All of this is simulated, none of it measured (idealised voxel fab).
process module | voxel released beams
cross-section cut | 255 nm wide | cells 5 nm
A cross-section is a grid of square cells, given in bands from the top down. A band is one or more rows of cells.
Each band's line starts with the height of the band's top and of its bottom, in nm. Then come its materials from left to right, each with its width in nm. One material with "throughout" fills the band from edge to edge. "air" is empty space.
Height 0 is the level under which the wafer as received is all one material. The lowest band goes on downwards, as in "0 down".
A width such as "30 to 40" changes by the same amount from each row of cells to the next, from the band's top row to its bottom row.
"no change" after a step means that no cell of the cross-section changed.
closed voids: empty space of 8 cells or more with no open way to the top, each as width x height at its distance from the left edge, in nm
after a step's settings: what the simulator itself notes on the step
overlay nm, on a step with a mask: how far to the right of its planned place the mask lay; to the left if negative
plan
1 op RECEIVE | material Si
2 op CONFORMAL_DEP | material Al2O3 | thk nm 10
3 op DIRECTIONAL_DEP | material SiO2 | thk nm 15
4 op DIRECTIONAL_DEP | material aC | thk nm 15
5 op PATTERN | tone open | mask id ANCHOR | material resist | width nm 45 | thk nm 30 | overlay nm 0
6 op DIRECTIONAL_ETCH | etch materials aC | depth nm 15
7 op STRIP | etch materials resist
8 op DIRECTIONAL_ETCH | etch materials SiO2 | depth nm 15
9 op STRIP | etch materials aC
10 op CONFORMAL_DEP | material polySi | thk nm 15
11 op PATTERN | tone cover | mask id BEAM | material resist | width nm 110 | thk nm 20 | overlay nm 0
12 op DIRECTIONAL_ETCH | etch materials polySi | depth nm 15
13 op STRIP | etch materials resist
14 op STRIP | etch materials SiO2
first wafer, as planned
as received, after step 1
  0 down: Si throughout
  closed voids: none
after step 2
  10 to 0: Al2O3 throughout
  below 0: unchanged
after step 3
  25 to 10: SiO2 throughout
  below 10: unchanged
after step 4
  40 to 25: aC throughout
  below 25: unchanged
after step 5
  70 to 40: resist 75 | air 45 | resist 135
  below 40: unchanged
after step 6
  55 to 40: resist 75 | air 45 | resist 135
  40 to 25: aC 75 | air 45 | aC 135
  below 25: unchanged
after step 7
  40 to 25: aC 75 | air 45 | aC 135
  below 25: unchanged
after step 8
  40 to 25: aC 75 | air 45 | aC 135
  25 to 10: SiO2 75 | air 45 | SiO2 135
  below 10: unchanged
after step 9
  25 to 10: SiO2 75 | air 45 | SiO2 135
  below 10: unchanged
after step 10
  40 to 25: polySi 90 | air 15 | polySi 150
  25 to 10: SiO2 75 | polySi 45 | SiO2 135
  below 10: unchanged
after step 11
  60 to 40: air 70 | resist 110 | air 75
  40 to 25: polySi 90 | resist 15 | polySi 150
  below 25: unchanged
after step 12
  60 to 40: air 70 | resist 110 | air 75
  40 to 25: air 70 | polySi 20 | resist 15 | polySi 75 | air 75
  below 25: unchanged
after step 13
  40 to 25: air 70 | polySi 20 | air 15 | polySi 75 | air 75
  below 25: unchanged
after step 14
  40 to 25: air 70 | polySi 20 | air 15 | polySi 75 | air 75
  25 to 10: air 75 | polySi 45 | air 135
  below 10: unchanged
second wafer: like start, like plan, one mistake. Through step 11 it matches the first wafer
when step 12 should have ended
  60 to 40: air 70 | resist 110 | air 75
  40 to 30: air 70 | polySi 20 | resist 15 | polySi 75 | air 75
  below 30: unchanged
when step 13 should have ended
  40 to 30: air 70 | polySi 20 | air 15 | polySi 75 | air 75
  30 to 25: polySi 90 | air 15 | polySi 150
  below 25: unchanged
when step 14 should have ended: no change
what went wrong: step 12 ran as: op DIRECTIONAL_ETCH | etch materials polySi | depth nm 10
at the end the second wafer has, in cells: 126 more of SiO2 | 29 more of polySi
